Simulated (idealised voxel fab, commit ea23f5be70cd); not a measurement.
The name of this process module is voxel capacitor over wiring.
For reference, the cross-section in this document is cut, with width 225 nm and square cells of 5 nm.
Format of a cross-section: grid, square cells. Given as bands. Order: top down. Band: one or more rows of cells.
Band: top height; bottom height; in nm. Then, left to right: material with width in nm, for each material. "all across": a single material spanning edge to edge. "blank": empty space.
For the purposes of this specification, 0 denotes the height below which the wafer in its as-received condition is composed wholly of one material, and the lowermost band, lacking a lower limit, extends downward without end, as expressed in "0 nm and below".
You'd read "30 to 40" like this: the band's top row of cells is as wide as the first number, its bottom row is as wide as the second, and going down, every row changes width by the same amount as the row before did.
For the purposes of this document, the phrase "all unchanged" attached to a step denotes that no cell within the cross-section was modified by that step.
If an empty space has no open way to the top and is at least 8 cells in size, "Fully sealed voids" lists it, written width x height at distance, where distance is measured from the left edge and every value is in nm.
On a step's line, text after the settings is the simulator commenting on that step.
Regarding "overlay nm": on a step with a mask, it is the distance the mask lay to the right of its planned place; a negative value places it to the left.

Plan
1,RECEIVE,material Si
2,CONFORMAL_DEP,material SiO2,thk nm 15
3,CONFORMAL_DEP,material SiN,thk nm 5
4,DIRECTIONAL_DEP,material SiO2,thk nm 25
5,DIRECTIONAL_DEP,material aC,thk nm 10
6,PATTERN,tone open,mask id METAL_1,material resist,width nm 25,pitch nm 85,thk nm 30,overlay nm 0
7,DIRECTIONAL_ETCH,etch materials aC,depth nm 10
8,STRIP,etch materials resist
9,DIRECTIONAL_ETCH,etch materials SiO2,depth nm 25
10,DIRECTIONAL_ETCH,etch materials SiN,depth nm 5
11,STRIP,etch materials aC
12,CONFORMAL_DEP,material TiN,thk nm 5
13,FILL_DEP,material Ru,thk nm 5
14,CMP,height nm 45
15,EPI,material Ru,thk nm 5
16,FILL_DEP,material SiCN,thk nm 5
17,DIRECTIONAL_DEP,material SiO2,thk nm 15
18,MASKED_ETCH,tone open,mask id PLUG_1,width nm 15,etch materials SiO2,depth nm 15,overlay nm 0
19,MASKED_ETCH,tone open,mask id PLUG_1,width nm 15,etch materials SiCN,depth nm 5,overlay nm 0
20,CONFORMAL_DEP,material TiN,thk nm 5
21,FILL_DEP,material W,thk nm 10
22,CMP,height nm 70
23,DIRECTIONAL_DEP,material TiN,thk nm 10
24,DIRECTIONAL_DEP,material Al2O3,thk nm 5
25,DIRECTIONAL_DEP,material TiN,thk nm 10
26,PATTERN,tone cover,mask id UPPER_PLATE,material resist,width nm 65,thk nm 15,overlay nm 0
27,DIRECTIONAL_ETCH,etch materials TiN,depth nm 10
28,DIRECTIONAL_ETCH,etch materials Al2O3,depth nm 5
29,STRIP,etch materials resist
30,DIRECTIONAL_DEP,material aC,thk nm 15
31,PATTERN,tone cover,mask id LOWER_PLATE,material resist,width nm 75,thk nm 30,overlay nm 0
32,DIRECTIONAL_ETCH,etch materials aC,depth nm 15
33,STRIP,etch materials resist
34,DIRECTIONAL_ETCH,etch materials TiN,depth nm 10
35,STRIP,etch materials aC
36,FILL_DEP,material SiO2,thk nm 15
37,CMP,height nm 105
38,PATTERN,tone open,mask id PLUG_2,material resist,width nm 15,thk nm 20,overlay nm 0
39,DIRECTIONAL_ETCH,etch materials SiO2,depth nm 10
40,STRIP,etch materials resist
41,CONFORMAL_DEP,material TiN,thk nm 5
42,FILL_DEP,material Cu,thk nm 10
43,CMP,height nm 105
44,CONFORMAL_DEP,material SiCN,thk nm 5

First out of two wafers; run went to plan

Cross-section of the wafer upon arrival, representing the state reached after step 1
0 nm and below = Si all across
Fully sealed voids: none

Cross-sectional representation of the wafer at the conclusion of step 2
15 nm to 0 nm = SiO2 all across
Below a height of 0, the structure has not been altered.

Cross-sectional representation of the wafer at the conclusion of step 3
20 nm to 15 nm = SiN all across
Below a height of 15, the structure has not been altered.

Cross-sectional representation of the wafer at the conclusion of step 4
45 nm to 20 nm = SiO2 all across
Below a height of 20, the structure has not been altered.

Cross-sectional representation of the wafer at the conclusion of step 5
55 nm to 45 nm = aC all across
Below a height of 45, the structure has not been altered.

Cross-sectional representation of the wafer at the conclusion of step 6
85 nm to 55 nm = 55 resist  25 blank  60 resist  25 blank  60 resist
Below a height of 55, the structure has not been altered.

Cross-sectional representation of the wafer at the conclusion of step 7
75 nm to 55 nm = 55 resist  25 blank  60 resist  25 blank  60 resist
55 nm to 45 nm = 55 aC  25 blank  60 aC  25 blank  60 aC
Below a height of 45, the structure has not been altered.

Cross-sectional representation of the wafer at the conclusion of step 8
55 nm to 45 nm = 55 aC  25 blank  60 aC  25 blank  60 aC
Below a height of 45, the structure has not been altered.

Cross-sectional representation of the wafer at the conclusion of step 9
55 nm to 45 nm = 55 aC  25 blank  60 aC  25 blank  60 aC
45 nm to 20 nm = 55 SiO2  25 blank  60 SiO2  25 blank  60 SiO2
Below a height of 20, the structure has not been altered.

Cross-sectional representation of the wafer at the conclusion of step 10
55 nm to 45 nm = 55 aC  25 blank  60 aC  25 blank  60 aC
45 nm to 20 nm = 55 SiO2  25 blank  60 SiO2  25 blank  60 SiO2
20 nm to 15 nm = 55 SiN  25 blank  60 SiN  25 blank  60 SiN
Below a height of 15, the structure has not been altered.

Cross-sectional representation of the wafer at the conclusion of step 11
45 nm to 20 nm = 55 SiO2  25 blank  60 SiO2  25 blank  60 SiO2
Below a height of 20, the structure has not been altered.

Cross-sectional representation of the wafer at the conclusion of step 12
50 nm to 45 nm = 60 TiN  15 blank  70 TiN  15 blank  65 TiN
45 nm to 20 nm = 55 SiO2  5 TiN  15 blank  5 TiN  60 SiO2  5 TiN  15 blank  5 TiN  60 SiO2
20 nm to 15 nm = 55 SiN  25 TiN  60 SiN  25 TiN  60 SiN
Below a height of 15, the structure has not been altered.

Cross-sectional representation of the wafer at the conclusion of step 13
55 nm to 50 nm = Ru all across
50 nm to 45 nm = 60 TiN  15 Ru  70 TiN  15 Ru  65 TiN
45 nm to 20 nm = 55 SiO2  5 TiN  15 Ru  5 TiN  60 SiO2  5 TiN  15 Ru  5 TiN  60 SiO2
Below a height of 20, the structure has not been altered.

Cross-sectional representation of the wafer at the conclusion of step 14
45 nm to 20 nm = 55 SiO2  5 TiN  15 Ru  5 TiN  60 SiO2  5 TiN  15 Ru  5 TiN  60 SiO2
Below a height of 20, the structure has not been altered.

Cross-sectional representation of the wafer at the conclusion of step 15
50 nm to 45 nm = 50 blank  35 Ru  50 blank  35 Ru  55 blank
Below a height of 45, the structure has not been altered.

Cross-sectional representation of the wafer at the conclusion of step 16
55 nm to 50 nm = SiCN all across
50 nm to 45 nm = 50 SiCN  35 Ru  50 SiCN  35 Ru  55 SiCN
Below a height of 45, the structure has not been altered.

Cross-sectional representation of the wafer at the conclusion of step 17
70 nm to 55 nm = SiO2 all across
Below a height of 55, the structure has not been altered.

Cross-sectional representation of the wafer at the conclusion of step 18
70 nm to 55 nm = 65 SiO2  15 blank  145 SiO2
Below a height of 55, the structure has not been altered.

Cross-sectional representation of the wafer at the conclusion of step 19
70 nm to 55 nm = 65 SiO2  15 blank  145 SiO2
55 nm to 50 nm = 65 SiCN  15 blank  145 SiCN
Below a height of 50, the structure has not been altered.

Cross-sectional representation of the wafer at the conclusion of step 20
75 nm to 70 nm = 70 TiN  5 blank  150 TiN
70 nm to 55 nm = 65 SiO2  5 TiN  5 blank  5 TiN  145 SiO2
55 nm to 50 nm = 65 SiCN  15 TiN  145 SiCN
Below a height of 50, the structure has not been altered.

Cross-sectional representation of the wafer at the conclusion of step 21
85 nm to 75 nm = W all across
75 nm to 70 nm = 70 TiN  5 W  150 TiN
70 nm to 55 nm = 65 SiO2  5 TiN  5 W  5 TiN  145 SiO2
Below a height of 55, the structure has not been altered.

Cross-sectional representation of the wafer at the conclusion of step 22
70 nm to 55 nm = 65 SiO2  5 TiN  5 W  5 TiN  145 SiO2
Below a height of 55, the structure has not been altered.

Cross-sectional representation of the wafer at the conclusion of step 23
80 nm to 70 nm = TiN all across
Below a height of 70, the structure has not been altered.

Cross-sectional representation of the wafer at the conclusion of step 24
85 nm to 80 nm = Al2O3 all across
Below a height of 80, the structure has not been altered.

Cross-sectional representation of the wafer at the conclusion of step 25
95 nm to 85 nm = TiN all across
Below a height of 85, the structure has not been altered.

Cross-sectional representation of the wafer at the conclusion of step 26
110 nm to 95 nm = 65 blank  65 resist  95 blank
Below a height of 95, the structure has not been altered.

Cross-sectional representation of the wafer at the conclusion of step 27
110 nm to 95 nm = 65 blank  65 resist  95 blank
95 nm to 85 nm = 65 blank  65 TiN  95 blank
Below a height of 85, the structure has not been altered.

Cross-sectional representation of the wafer at the conclusion of step 28
110 nm to 95 nm = 65 blank  65 resist  95 blank
95 nm to 85 nm = 65 blank  65 TiN  95 blank
85 nm to 80 nm = 65 blank  65 Al2O3  95 blank
Below a height of 80, the structure has not been altered.

Cross-sectional representation of the wafer at the conclusion of step 29
95 nm to 85 nm = 65 blank  65 TiN  95 blank
Below a height of 85, the structure has not been altered.

Cross-sectional representation of the wafer at the conclusion of step 30
110 nm to 95 nm = 65 blank  65 aC  95 blank
95 nm to 85 nm = 65 aC  65 TiN  95 aC
85 nm to 80 nm = 65 aC  65 Al2O3  95 aC
Below a height of 80, the structure has not been altered.

Cross-sectional representation of the wafer at the conclusion of step 31
140 nm to 110 nm = 60 blank  75 resist  90 blank
110 nm to 95 nm = 60 blank  5 resist  65 aC  5 resist  90 blank
Below a height of 95, the structure has not been altered.

Cross-sectional representation of the wafer at the conclusion of step 32
125 nm to 110 nm = 60 blank  75 resist  90 blank
110 nm to 95 nm = 60 blank  5 resist  65 aC  5 resist  90 blank
95 nm to 85 nm = 60 blank  5 aC  65 TiN  5 aC  90 blank
85 nm to 80 nm = 60 blank  5 aC  65 Al2O3  5 aC  90 blank
Below a height of 80, the structure has not been altered.

Cross-sectional representation of the wafer at the conclusion of step 33
110 nm to 95 nm = 65 blank  65 aC  95 blank
Below a height of 95, the structure has not been altered.

Cross-sectional representation of the wafer at the conclusion of step 34
110 nm to 95 nm = 65 blank  65 aC  95 blank
95 nm to 85 nm = 60 blank  5 aC  65 TiN  5 aC  90 blank
85 nm to 80 nm = 60 blank  5 aC  65 Al2O3  5 aC  90 blank
80 nm to 70 nm = 60 blank  75 TiN  90 blank
Below a height of 70, the structure has not been altered.

Cross-sectional representation of the wafer at the conclusion of step 35
95 nm to 85 nm = 65 blank  65 TiN  95 blank
85 nm to 80 nm = 65 blank  65 Al2O3  95 blank
Below a height of 80, the structure has not been altered.

Cross-sectional representation of the wafer at the conclusion of step 36
110 nm to 95 nm = SiO2 all across
95 nm to 85 nm = 65 SiO2  65 TiN  95 SiO2
85 nm to 80 nm = 65 SiO2  65 Al2O3  95 SiO2
80 nm to 70 nm = 60 SiO2  75 TiN  90 SiO2
Below a height of 70, the structure has not been altered.

Cross-sectional representation of the wafer at the conclusion of step 37
105 nm to 95 nm = SiO2 all across
Below a height of 95, the structure has not been altered.

Cross-sectional representation of the wafer at the conclusion of step 38
125 nm to 105 nm = 75 resist  15 blank  135 resist
Below a height of 105, the structure has not been altered.

Cross-sectional representation of the wafer at the conclusion of step 39
125 nm to 105 nm = 75 resist  15 blank  135 resist
105 nm to 95 nm = 75 SiO2  15 blank  135 SiO2
Below a height of 95, the structure has not been altered.

Cross-sectional representation of the wafer at the conclusion of step 40
105 nm to 95 nm = 75 SiO2  15 blank  135 SiO2
Below a height of 95, the structure has not been altered.

Cross-sectional representation of the wafer at the conclusion of step 41
110 nm to 105 nm = 80 TiN  5 blank  140 TiN
105 nm to 100 nm = 75 SiO2  5 TiN  5 blank  5 TiN  135 SiO2
100 nm to 95 nm = 75 SiO2  15 TiN  135 SiO2
Below a height of 95, the structure has not been altered.

Cross-sectional representation of the wafer at the conclusion of step 42
120 nm to 110 nm = Cu all across
110 nm to 105 nm = 80 TiN  5 Cu  140 TiN
105 nm to 100 nm = 75 SiO2  5 TiN  5 Cu  5 TiN  135 SiO2
Below a height of 100, the structure has not been altered.

Cross-sectional representation of the wafer at the conclusion of step 43
105 nm to 100 nm = 75 SiO2  5 TiN  5 Cu  5 TiN  135 SiO2
Below a height of 100, the structure has not been altered.

Cross-sectional representation of the wafer at the conclusion of step 44
110 nm to 105 nm = SiCN all across
Below a height of 105, the structure has not been altered.

Regarding the second of the two wafers: it shared the first wafer's starting condition and process plan, yet one error occurred during its execution. Its history coincides with that of the first wafer up to and including step 42

Planned end of step 43: second wafer, cross-section: all unchanged

Planned end of step 44: second wafer, cross-section
125 nm to 120 nm = SiCN all across
Below a height of 120, the structure has not been altered.
What was the processing mistake? step 43 from the plan never happened, it was just skipped
Per the end-of-run cell counts, the second wafer holds more or fewer of some materials than the first: +91 Cu | +44 TiN
